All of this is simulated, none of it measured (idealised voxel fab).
Process module in this document: voxel tone inversion
FYI the section here is cut, 275 nm wide, cells are 5 nm squares.
Notation: cross-section as square-cell grid; stated in bands, top first, going down; one or more cell rows per band.
What a band's entry tells you: where the top is and where the bottom is, as heights in nm, and after that what lies inside, material by material from left to right, each with its width in nm. Empty space is written as the word "air", and a single material marked with the word "throughout" occupies the band from edge to edge.
Beneath 0, the wafer as received is one material, and that level is where height counting begins. The lowest band goes on downward without a bottom; it is written like "0 down".
A two-number width, for instance "30->40", indicates that the width is equal to the first number in the top row of the band and to the second number in the bottom row, and that it changes by a constant amount per row of cells.
Basically "no modifications" means that step didn't change any cell in the cross-section.
For the entry "Unvented cavities", the listed items are empty spaces with no open way to the top whose size is 8 cells or more; each item follows the pattern width x height at distance, where distance is from the left edge and all three are in nm.
On each step's line, the part that comes after the settings is the simulator's own comment on the step.
The optional step-line setting "overlay nm" applies to steps with a mask and quantifies how far to the right of its planned location the mask lay, a negative value indicating leftward placement.
**The following list gives the planned process steps**
1. RECEIVE,material Si
2. CONFORMAL_DEP,material SiCN,thk nm 5
3. DIRECTIONAL_DEP,material aC,thk nm 25
4. PATTERN,tone cover,mask id POSTS,material resist,width nm 25,pitch nm 55,thk nm 30,overlay nm 0
5. DIRECTIONAL_ETCH,etch materials aC,depth nm 25
6. STRIP,etch materials resist
7. FILL_DEP,material SiO2,thk nm 10
8. CMP,height nm 30
9. STRIP,etch materials aC
**Cross-section of the incoming wafer, state after step 1**
* 0 down | Si throughout
* Unvented cavities: none
**The first of the two wafers as seen in cross-section once the module was finished; processing followed the plan**
* 30 to 5 | SiO2 (40), then air (25), then SiO2 (30), then air (25), then SiO2 (30), then air (25), then SiO2 (30), then air (25), then SiO2 (45)
* 5 to 0 | SiCN throughout
* 0 down | Si throughout
* Unvented cavities: none
**End of module, second wafer, cross-section. Started like the first, planned like the first, run with one mistake**
* 30 to 5 | air (40), then SiO2 (25), then air (30), then SiO2 (25), then air (30), then SiO2 (25), then air (30), then SiO2 (25), then air (45)
* 5 to 0 | SiCN throughout
* 0 down | Si throughout
* Unvented cavities: none
Finding, execution versus plan: rather than as planned, step 4 actually ran as PATTERN,tone open,mask id POSTS,material resist,width nm 25,pitch nm 55,thk nm 30,overlay nm 0
FYI, end of process, the second wafer has more or fewer cells of some materials than the first: -75 SiO2
